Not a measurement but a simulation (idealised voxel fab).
Proc. module: voxel trench capacitor
Cross-section cut spans 295 nm and uses square cells 5 nm in size.
A cross-section is a grid of square cells, given in bands from the top down. A band is one or more rows of cells. Each band's line starts with the height of the band's top and of its bottom, in nm. Then come its materials from left to right, each with its width in nm. One material with "edge to edge" fills the band from edge to edge. "air" is empty space. For the purposes of this specification, 0 denotes the height below which the wafer in its as-received condition is composed wholly of one material, and the lowermost band, lacking a lower limit, extends downward without end, as expressed in "0 down". So if you see something like "30..40" for the width, read it as the top row of the band sitting at the first number and the bottom row at the second, with every row in between moving by the same amount as the last. No cell of the cross-section changed in a step that is given as "changes: none". This entry, "Voids, sealed", enumerates those empty regions of no fewer than 8 cells that possess no open connection to the top. Each region is reported in the form width x height at distance, the distance being taken from the left edge, with all three quantities expressed in nm. Note: text after step settings on the step line = simulator remark on that step. overlay nm: how far to the right of its planned place the mask lay on this masked step (negative: to the left).

THE STEPS PLANNED FOR THE PROCESS ARE AS FOLLOWS
1) RECEIVE with material Si
2) CONFORMAL_DEP with material SiN, thk nm 5
3) MASKED_ETCH with tone open, mask id TRENCH, width nm 20, pitch nm 50, etch materials SiN, depth nm 5, overlay nm 0
4) MASKED_ETCH with tone open, mask id TRENCH, width nm 20, pitch nm 50, etch materials Si, depth nm 30, overlay nm 0
5) CONFORMAL_DEP with material SiO2, thk nm 5
6) FILL_DEP with material polySi, thk nm 10
7) CMP with height nm 5

FIRST WAFER, TWO IN TOTAL, RUN AS PLANNED

WAFER AT RECEIPT (POST STEP 1), CROSS-SECTION
0 down  Si edge to edge
Voids, sealed: none

CROSS-SECTION OF THE WAFER AFTER STEP 2
5 to 0  SiN edge to edge
Nothing below the height 0 has changed.

CROSS-SECTION OF THE WAFER AFTER STEP 3
5 to 0  SiN (85), then air (20), then SiN (30), then air (20), then SiN (30), then air (20), then SiN (90)
Nothing below the height 0 has changed.

CROSS-SECTION OF THE WAFER AFTER STEP 4
5 to 0  SiN (85), then air (20), then SiN (30), then air (20), then SiN (30), then air (20), then SiN (90)
0 to -30  Si (85), then air (20), then Si (30), then air (20), then Si (30), then air (20), then Si (90)
Nothing below the height -30 has changed.

CROSS-SECTION OF THE WAFER AFTER STEP 5
10 to 5  SiO2 (90), then air (10), then SiO2 (40), then air (10), then SiO2 (40), then air (10), then SiO2 (95)
5 to 0  SiN (85), then SiO2 (5), then air (10), then SiO2 (5), then SiN (30), then SiO2 (5), then air (10), then SiO2 (5), then SiN (30), then SiO2 (5), then air (10), then SiO2 (5), then SiN (90)
0 to -25  Si (85), then SiO2 (5), then air (10), then SiO2 (5), then Si (30), then SiO2 (5), then air (10), then SiO2 (5), then Si (30), then SiO2 (5), then air (10), then SiO2 (5), then Si (90)
-25 to -30  Si (85), then SiO2 (20), then Si (30), then SiO2 (20), then Si (30), then SiO2 (20), then Si (90)
Nothing below the height -30 has changed.

CROSS-SECTION OF THE WAFER AFTER STEP 6
20 to 10  polySi edge to edge
10 to 5  SiO2 (90), then polySi (10), then SiO2 (40), then polySi (10), then SiO2 (40), then polySi (10), then SiO2 (95)
5 to 0  SiN (85), then SiO2 (5), then polySi (10), then SiO2 (5), then SiN (30), then SiO2 (5), then polySi (10), then SiO2 (5), then SiN (30), then SiO2 (5), then polySi (10), then SiO2 (5), then SiN (90)
0 to -25  Si (85), then SiO2 (5), then polySi (10), then SiO2 (5), then Si (30), then SiO2 (5), then polySi (10), then SiO2 (5), then Si (30), then SiO2 (5), then polySi (10), then SiO2 (5), then Si (90)
Nothing below the height -25 has changed.

CROSS-SECTION OF THE WAFER AFTER STEP 7
5 to 0  SiN (85), then SiO2 (5), then polySi (10), then SiO2 (5), then SiN (30), then SiO2 (5), then polySi (10), then SiO2 (5), then SiN (30), then SiO2 (5), then polySi (10), then SiO2 (5), then SiN (90)
Nothing below the height 0 has changed.

SECOND OF TWO: SAME START, SAME PLAN, ONE RUN ERROR; STEPS UP TO AND INCLUDING 3 MATCH THE FIRST

THE SECOND WAFER CUT THROUGH, AT THE TIME STEP 4 WAS SUPPOSED TO BE FINISHED
5 to 0  SiN (85), then air (20), then SiN (30), then air (20), then SiN (30), then air (20), then SiN (90)
0 to -60  Si (85), then air (20), then Si (30), then air (20), then Si (30), then air (20), then Si (90)
Nothing below the height -60 has changed.

THE SECOND WAFER CUT THROUGH, AT THE TIME STEP 5 WAS SUPPOSED TO BE FINISHED
10 to 5  SiO2 (90), then air (10), then SiO2 (40), then air (10), then SiO2 (40), then air (10), then SiO2 (95)
5 to 0  SiN (85), then SiO2 (5), then air (10), then SiO2 (5), then SiN (30), then SiO2 (5), then air (10), then SiO2 (5), then SiN (30), then SiO2 (5), then air (10), then SiO2 (5), then SiN (90)
0 to -55  Si (85), then SiO2 (5), then air (10), then SiO2 (5), then Si (30), then SiO2 (5), then air (10), then SiO2 (5), then Si (30), then SiO2 (5), then air (10), then SiO2 (5), then Si (90)
-55 to -60  Si (85), then SiO2 (20), then Si (30), then SiO2 (20), then Si (30), then SiO2 (20), then Si (90)
Nothing below the height -60 has changed.

THE SECOND WAFER CUT THROUGH, AT THE TIME STEP 6 WAS SUPPOSED TO BE FINISHED
20 to 10  polySi edge to edge
10 to 5  SiO2 (90), then polySi (10), then SiO2 (40), then polySi (10), then SiO2 (40), then polySi (10), then SiO2 (95)
5 to 0  SiN (85), then SiO2 (5), then polySi (10), then SiO2 (5), then SiN (30), then SiO2 (5), then polySi (10), then SiO2 (5), then SiN (30), then SiO2 (5), then polySi (10), then SiO2 (5), then SiN (90)
0 to -55  Si (85), then SiO2 (5), then polySi (10), then SiO2 (5), then Si (30), then SiO2 (5), then polySi (10), then SiO2 (5), then Si (30), then SiO2 (5), then polySi (10), then SiO2 (5), then Si (90)
Nothing below the height -55 has changed.

THE SECOND WAFER CUT THROUGH, AT THE TIME STEP 7 WAS SUPPOSED TO BE FINISHED
5 to 0  SiN (85), then SiO2 (5), then polySi (10), then SiO2 (5), then SiN (30), then SiO2 (5), then polySi (10), then SiO2 (5), then SiN (30), then SiO2 (5), then polySi (10), then SiO2 (5), then SiN (90)
Nothing below the height 0 has changed.
Heads up, the wafer didn't run the way we planned it: the plan's step 4 ran twice
Once processing is complete, comparing cell counts shows that the second wafer has more or fewer of certain materials than the first: 72 fewer of Si, 36 more of SiO2, 36 more of polySi
